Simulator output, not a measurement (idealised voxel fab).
process module | voxel fin reveal
cross-section cut | 160 nm wide | cells 5 nm
A cross-section is a grid of square cells, given in bands from the top down. A band is one or more rows of cells.
Each band's line starts with the height of the band's top and of its bottom, in nm. Then come its materials from left to right, each with its width in nm. One material with "throughout" fills the band from edge to edge. "air" is empty space.
Height 0 is the level under which the wafer as received is all one material. The lowest band goes on downwards, as in "0 down".
A width such as "30 to 40" changes by the same amount from each row of cells to the next, from the band's top row to its bottom row.
"no change" after a step means that no cell of the cross-section changed.
closed voids: empty space of 8 cells or more with no open way to the top, each as width x height at its distance from the left edge, in nm
after a step's settings: what the simulator itself notes on the step
overlay nm, on a step with a mask: how far to the right of its planned place the mask lay; to the left if negative
plan
1 op RECEIVE | material Si
2 op CONFORMAL_DEP | material SiN | thk nm 10
3 op DIRECTIONAL_DEP | material aC | thk nm 15
4 op PATTERN | tone cover | mask id FINS | material resist | width nm 15 | pitch nm 40 | thk nm 35 | overlay nm 0
5 op DIRECTIONAL_ETCH | etch materials aC | depth nm 15
6 op STRIP | etch materials resist
7 op DIRECTIONAL_ETCH | etch materials SiN | depth nm 10
8 op DIRECTIONAL_ETCH | etch materials Si | depth nm 30
9 op STRIP | etch materials aC
10 op FILL_DEP | material SiO2 | thk nm 15
11 op CMP | height nm 10
12 op SELECTIVE_ETCH | etch materials SiO2 | depth nm 25
13 op STRIP | etch materials SiN
14 op CONFORMAL_DEP | material HfO2 | thk nm 5
as received, after step 1
  0 down: Si throughout
  closed voids: none
first wafer at the end, as planned
  5 to 0: air 25 | HfO2 25 | air 15 | HfO2 25 | air 15 | HfO2 25 | air 30
  0 to -10: air 25 | HfO2 5 | Si 15 | HfO2 5 | air 15 | HfO2 5 | Si 15 | HfO2 5 | air 15 | HfO2 5 | Si 15 | HfO2 5 | air 30
  -10 to -15: HfO2 30 | Si 15 | HfO2 25 | Si 15 | HfO2 25 | Si 15 | HfO2 35
  -15 to -30: SiO2 30 | Si 15 | SiO2 25 | Si 15 | SiO2 25 | Si 15 | SiO2 35
  -30 down: Si throughout
  closed voids: none
second wafer at the end: like start, like plan, one mistake
  5 to 0: HfO2 35 | air 5 | HfO2 35 | air 5 | HfO2 35 | air 5 | HfO2 40
  0 to -10: Si 30 | HfO2 5 | air 5 | HfO2 5 | Si 25 | HfO2 5 | air 5 | HfO2 5 | Si 25 | HfO2 5 | air 5 | HfO2 5 | Si 35
  -10 to -15: Si 30 | HfO2 15 | Si 25 | HfO2 15 | Si 25 | HfO2 15 | Si 35
  -15 to -30: Si 30 | SiO2 15 | Si 25 | SiO2 15 | Si 25 | SiO2 15 | Si 35
  -30 down: Si throughout
  closed voids: none
what went wrong: step 4 ran as: op PATTERN | tone open | mask id FINS | material resist | width nm 15 | pitch nm 40 | thk nm 35 | overlay nm 0
at the end the second wafer has, in cells: 84 more of Si | 42 fewer of SiO2
